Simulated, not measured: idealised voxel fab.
The name of this process module is voxel transistor to metal.
In the cross-section labelled cut, the width is 215 nm and each square cell is 5 nm.
In what follows, cross-sections appear as grids of square cells, described through bands that run from the top down, where every band is one or more rows of cells.
Look at the band entry: it leads with the top's height and the bottom's height in nm. Then it lists the materials left to right, with a width in nm for each. The word "edge to edge" on a single material says that material fills the band edge to edge. The word "blank" is empty space.
All heights in this document are referenced to 0, defined as the level beneath which the wafer, as received, consists entirely of one material. The lowest band is not bounded below; it extends indefinitely downward and is written in the form "z 0 and below".
Graded width ("30..40"): value in top row of band = first number; value in bottom row = second number; row-to-row change constant.
"no change" (step): cross-section cells unchanged, all of them.
Empty spaces without an open route to the top, at least 8 cells in extent, make up the entry "Completely enclosed voids"; each is given as width x height at distance, where the distance is measured from the left edge, and all are in nm.
Where a step's line continues beyond its settings, the continuation is a remark by the simulator itself on that step.
Each step line may optionally specify "overlay nm", which for a step with a mask gives the rightward distance between the mask's planned place and where it lay, a negative value indicating the leftward direction.

# Listed below are the process steps as planned
1: RECEIVE,material Si
2: CONFORMAL_DEP,material SiO2,thk nm 5
3: CONFORMAL_DEP,material SiN,thk nm 10
4: MASKED_ETCH,tone cover,mask id ACTIVE,width nm 105,etch materials SiN,depth nm 10,overlay nm 0
5: MASKED_ETCH,tone cover,mask id ACTIVE,width nm 105,etch materials SiO2,depth nm 5,overlay nm 0
6: MASKED_ETCH,tone cover,mask id ACTIVE,width nm 105,etch materials Si,depth nm 20,overlay nm 0
7: FILL_DEP,material SiO2,thk nm 10
8: CMP,height nm 15
9: SELECTIVE_ETCH,etch materials SiO2,depth nm 10
10: STRIP,etch materials SiN
11: SELECTIVE_ETCH,etch materials SiO2,depth nm 5
12: OXIDIZE,depth nm 5
13: DIRECTIONAL_DEP,material polySi,thk nm 30
14: DIRECTIONAL_DEP,material SiCN,thk nm 10
15: PATTERN,tone cover,mask id GATE,material resist,width nm 25,thk nm 20,overlay nm 0
16: DIRECTIONAL_ETCH,etch materials SiCN,depth nm 20
17: DIRECTIONAL_ETCH,etch materials polySi,depth nm 40
18: STRIP,etch materials resist
19: CONFORMAL_DEP,material SiN,thk nm 5
20: DIRECTIONAL_ETCH,etch materials SiN,depth nm 5
21: DIRECTIONAL_ETCH,etch materials SiO2,depth nm 5
22: EPI,material pSi,thk nm 5
23: FILL_DEP,material SiO2,thk nm 10
24: CMP,height nm 30
25: STRIP,etch materials polySi
26: SELECTIVE_ETCH,etch materials SiO2,depth nm 5
27: CONFORMAL_DEP,material HfO2,thk nm 5
28: CONFORMAL_DEP,material TiN,thk nm 5
29: FILL_DEP,material W,thk nm 5
30: CMP,height nm 25
31: DIRECTIONAL_DEP,material SiO2,thk nm 15
32: PATTERN,tone open,mask id CONTACT,material resist,width nm 15,pitch nm 70,thk nm 15,overlay nm 0
33: DIRECTIONAL_ETCH,etch materials SiO2,depth nm 40
34: STRIP,etch materials resist
35: CONFORMAL_DEP,material TiN,thk nm 5
36: FILL_DEP,material Ru,thk nm 5
37: CMP,height nm 40
38: DIRECTIONAL_DEP,material TiN,thk nm 5
39: DIRECTIONAL_DEP,material W,thk nm 15
40: DIRECTIONAL_DEP,material aC,thk nm 15
41: PATTERN,tone cover,mask id METAL_1,material resist,width nm 15,pitch nm 70,thk nm 35,overlay nm 0
42: DIRECTIONAL_ETCH,etch materials aC,depth nm 15
43: STRIP,etch materials resist
44: DIRECTIONAL_ETCH,etch materials W,depth nm 15
45: DIRECTIONAL_ETCH,etch materials TiN,depth nm 5
46: STRIP,etch materials aC
47: CONFORMAL_DEP,material SiCN,thk nm 5
48: FILL_DEP,material lowk,thk nm 5
49: CMP,height nm 60
50: CONFORMAL_DEP,material SiN,thk nm 5
All wafers enter the flow in the same state. The width nm at step 41 differs from wafer to wafer, and the plan gives the value for the first wafer.

# First of several wafers (as received, post step 1), cross-sectional view
> z 0 and below | Si edge to edge
> Completely enclosed voids: none

# Wafer cross-section (first of several) - module end, post step 50 (last step)
> z 65 to 60 | SiN edge to edge
> z 60 to 45 | lowk 60 nm  SiCN 5 nm  W 15 nm  SiCN 5 nm  lowk 45 nm  SiCN 5 nm  W 15 nm  SiCN 5 nm  lowk 60 nm
> z 45 to 40 | SiCN 65 nm  TiN 15 nm  SiCN 55 nm  TiN 15 nm  SiCN 65 nm
> z 40 to 25 | SiO2 65 nm  TiN 5 nm  Ru 5 nm  TiN 5 nm  SiO2 55 nm  TiN 5 nm  Ru 5 nm  TiN 5 nm  SiO2 65 nm
> z 25 to 5 | SiO2 65 nm  TiN 5 nm  Ru 5 nm  TiN 5 nm  SiO2 10 nm  SiN 5 nm  HfO2 5 nm  TiN 5 nm  W 5 nm  TiN 5 nm  HfO2 5 nm  SiN 5 nm  SiO2 10 nm  TiN 5 nm  Ru 5 nm  TiN 5 nm  SiO2 65 nm
> z 5 to 0 | SiO2 65 nm  TiN 15 nm  SiO2 10 nm  SiN 5 nm  HfO2 5 nm  TiN 15 nm  HfO2 5 nm  SiN 5 nm  SiO2 10 nm  TiN 15 nm  SiO2 65 nm
> z 0 to -5 | SiO2 50 nm  pSi 40 nm  HfO2 35 nm  pSi 40 nm  SiO2 50 nm
> z -5 to -20 | SiO2 55 nm  Si 105 nm  SiO2 55 nm
> z -20 and below | Si edge to edge
> Completely enclosed voids: none

# The last wafer as seen in cross-section at the end of the module
> z 65 to 60 | SiN edge to edge
> z 60 to 45 | lowk 55 nm  SiCN 5 nm  W 30 nm  SiCN 5 nm  lowk 30 nm  SiCN 5 nm  W 30 nm  SiCN 5 nm  lowk 50 nm
> z 45 to 40 | SiCN 60 nm  TiN 30 nm  SiCN 40 nm  TiN 30 nm  SiCN 55 nm
> z 40 to 25 | SiO2 65 nm  TiN 5 nm  Ru 5 nm  TiN 5 nm  SiO2 55 nm  TiN 5 nm  Ru 5 nm  TiN 5 nm  SiO2 65 nm
> z 25 to 5 | SiO2 65 nm  TiN 5 nm  Ru 5 nm  TiN 5 nm  SiO2 10 nm  SiN 5 nm  HfO2 5 nm  TiN 5 nm  W 5 nm  TiN 5 nm  HfO2 5 nm  SiN 5 nm  SiO2 10 nm  TiN 5 nm  Ru 5 nm  TiN 5 nm  SiO2 65 nm
> z 5 to 0 | SiO2 65 nm  TiN 15 nm  SiO2 10 nm  SiN 5 nm  HfO2 5 nm  TiN 15 nm  HfO2 5 nm  SiN 5 nm  SiO2 10 nm  TiN 15 nm  SiO2 65 nm
> z 0 to -5 | SiO2 50 nm  pSi 40 nm  HfO2 35 nm  pSi 40 nm  SiO2 50 nm
> z -5 to -20 | SiO2 55 nm  Si 105 nm  SiO2 55 nm
> z -20 and below | Si edge to edge
> Completely enclosed voids: none

# So in this table every wafer gets its own row, and what you see is where it stands at the end of the module: for each material, how many cells it picked up (+) or gave up (-) since we received it, and after that its closed voids
width nm 15; +17 HfO2; +14 Ru; -109 Si; +49 SiCN; +53 SiN; +347 SiO2; +51 TiN; +22 W; +99 lowk; +16 pSi; Completely enclosed voids: none
width nm 20; +17 HfO2; +14 Ru; -109 Si; +47 SiCN; +53 SiN; +347 SiO2; +53 TiN; +28 W; +93 lowk; +16 pSi; Completely enclosed voids: none
width nm 25; +17 HfO2; +14 Ru; -109 Si; +45 SiCN; +53 SiN; +347 SiO2; +55 TiN; +34 W; +87 lowk; +16 pSi; Completely enclosed voids: none
width nm 30; +17 HfO2; +14 Ru; -109 Si; +43 SiCN; +53 SiN; +347 SiO2; +57 TiN; +40 W; +81 lowk; +16 pSi; Completely enclosed voids: none
